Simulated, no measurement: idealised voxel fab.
Module name: voxel wiring stack (process module)
Shown is cross-section cut, with a width of 250 nm and square cells of size 5 nm.
How to read a cross-section here: the picture is a grid of square cells, written as bands going from the top down, and any band can span one or more rows of cells. Look at the band entry: it leads with the top's height and the bottom's height in nm. Then it lists the materials left to right, with a width in nm for each. The word "throughout" on a single material says that material fills the band edge to edge. The word "blank" is empty space. For the purposes of this specification, 0 denotes the height below which the wafer in its as-received condition is composed wholly of one material, and the lowermost band, lacking a lower limit, extends downward without end, as expressed in "from 0 down". You'd read "30 to 40" like this: the band's top row of cells is as wide as the first number, its bottom row is as wide as the second, and going down, every row changes width by the same amount as the row before did. "no modification" -> step changed no cross-section cell. Under "Entrapped voids" you'll find the enclosed gaps, the ones with no way out to the top, that are 8 cells or bigger; each reads width x height at distance, with distance counted from the left edge, everything in nm. Step line, after settings: the simulator's comment on this step. A step line may carry the setting "overlay nm", which, for steps involving a mask, states the distance by which the mask lay to the right of its intended position; negative values denote displacement to the left.
## List of planned process steps
- 1: RECEIVE, material Si
- 2: CONFORMAL_DEP, material SiO2, thk nm 10
- 3: DIRECTIONAL_DEP, material TiN, thk nm 5
- 4: DIRECTIONAL_DEP, material W, thk nm 25
- 5: PATTERN, tone cover, mask id METAL_1, material resist, width nm 30, pitch nm 55, thk nm 20, overlay nm 0
- 6: DIRECTIONAL_ETCH, etch materials W, depth nm 25
- 7: DIRECTIONAL_ETCH, etch materials TiN, depth nm 5
- 8: STRIP, etch materials resist
- 9: CONFORMAL_DEP, material SiN, thk nm 5
- 10: FILL_DEP, material SiO2, thk nm 10
- 11: CMP, height nm 40
- 12: CONFORMAL_DEP, material SiCN, thk nm 5
- 13: DIRECTIONAL_DEP, material SiO2, thk nm 30
- 14: PATTERN, tone open, mask id METAL_2_HOLES, material resist, width nm 15, pitch nm 55, thk nm 20, overlay nm 0
- 15: DIRECTIONAL_ETCH, etch materials SiO2, depth nm 30
- 16: STRIP, etch materials resist
- 17: PATTERN, tone open, mask id METAL_2, material resist, width nm 30, pitch nm 55, thk nm 20, overlay nm 0
- 18: DIRECTIONAL_ETCH, etch materials SiO2, depth nm 20
- 19: DIRECTIONAL_ETCH, etch materials SiCN, depth nm 5
- 20: STRIP, etch materials resist
- 21: CONFORMAL_DEP, material TiN, thk nm 5
- 22: FILL_DEP, material Ru, thk nm 5
- 23: CMP, height nm 75
- 24: CONFORMAL_DEP, material SiCN, thk nm 5
- 25: DIRECTIONAL_DEP, material SiO2, thk nm 35
- 26: MASKED_ETCH, tone open, mask id METAL_3_HOLES, width nm 15, pitch nm 55, etch materials SiO2, depth nm 35, overlay nm 0
- 27: MASKED_ETCH, tone open, mask id METAL_3, width nm 30, pitch nm 55, etch materials SiO2, depth nm 20, overlay nm 0
- 28: MASKED_ETCH, tone open, mask id METAL_3, width nm 30, pitch nm 55, etch materials SiCN, depth nm 5, overlay nm 0
- 29: CONFORMAL_DEP, material TiN, thk nm 5
- 30: FILL_DEP, material Cu, thk nm 10
- 31: CMP, height nm 115
- 32: CONFORMAL_DEP, material SiCN, thk nm 5
## As-received wafer cross-section (after step 1)
  from 0 down = Si throughout
  Entrapped voids: none
## First of two wafers, end-of-module section, run followed plan
  from 120 to 115 = SiCN throughout
  from 115 to 100 = SiO2=80 / TiN=5 / Cu=20 / TiN=5 / SiO2=25 / TiN=5 / Cu=20 / TiN=5 / SiO2=85
  from 100 to 95 = SiO2=80 / TiN=5 / Cu=5 / TiN=20 / SiO2=25 / TiN=5 / Cu=5 / TiN=20 / SiO2=85
  from 95 to 80 = SiO2=80 / TiN=5 / Cu=5 / TiN=5 / SiO2=40 / TiN=5 / Cu=5 / TiN=5 / SiO2=100
  from 80 to 75 = SiCN=80 / TiN=15 / SiCN=40 / TiN=15 / SiCN=100
  from 75 to 60 = SiO2=80 / TiN=5 / Ru=20 / TiN=5 / SiO2=25 / TiN=5 / Ru=20 / TiN=5 / SiO2=85
  from 60 to 55 = SiO2=80 / TiN=5 / Ru=5 / TiN=20 / SiO2=25 / TiN=5 / Ru=5 / TiN=20 / SiO2=85
  from 55 to 45 = SiO2=80 / TiN=5 / Ru=5 / TiN=5 / SiO2=40 / TiN=5 / Ru=5 / TiN=5 / SiO2=100
  from 45 to 40 = SiCN=80 / TiN=15 / SiCN=40 / TiN=15 / SiCN=100
  from 40 to 15 = SiO2=75 / SiN=5 / W=30 / SiN=5 / SiO2=15 / SiN=5 / W=30 / SiN=5 / SiO2=80
  from 15 to 10 = SiN=80 / TiN=30 / SiN=25 / TiN=30 / SiN=85
  from 10 to 0 = SiO2 throughout
  from 0 down = Si throughout
  Entrapped voids: none
## Here's the second of our two wafers sectioned at module end. Same start as the first, same plan, but one mistake got made running it
  from 120 to 115 = SiCN throughout
  from 115 to 100 = SiO2=80 / TiN=5 / Cu=20 / TiN=5 / SiO2=25 / TiN=5 / Cu=20 / TiN=5 / SiO2=85
  from 100 to 95 = SiO2=80 / TiN=5 / Cu=5 / TiN=20 / SiO2=25 / TiN=5 / Cu=5 / TiN=20 / SiO2=85
  from 95 to 80 = SiO2=80 / TiN=5 / Cu=5 / TiN=5 / SiO2=40 / TiN=5 / Cu=5 / TiN=5 / SiO2=100
  from 80 to 70 = SiCN=80 / TiN=15 to 30 / SiCN=40 to 25 / TiN=15 to 30 / SiCN=100 to 85
  from 70 to 40 = SiCN throughout
  from 40 to 15 = SiO2=75 / SiN=5 / W=30 / SiN=5 / SiO2=15 / SiN=5 / W=30 / SiN=5 / SiO2=80
  from 15 to 10 = SiN=80 / TiN=30 / SiN=25 / TiN=30 / SiN=85
  from 10 to 0 = SiO2 throughout
  from 0 down = Si throughout
  Entrapped voids: none
Short version of what went wrong: off-plan run, step 13, actual operation and settings DIRECTIONAL_DEP, material SiCN, thk nm 30
Cell-count delta at end, second wafer over first, by material: Ru: 30 fewer | SiCN: 294 more | SiO2: 240 fewer | TiN: 24 fewer
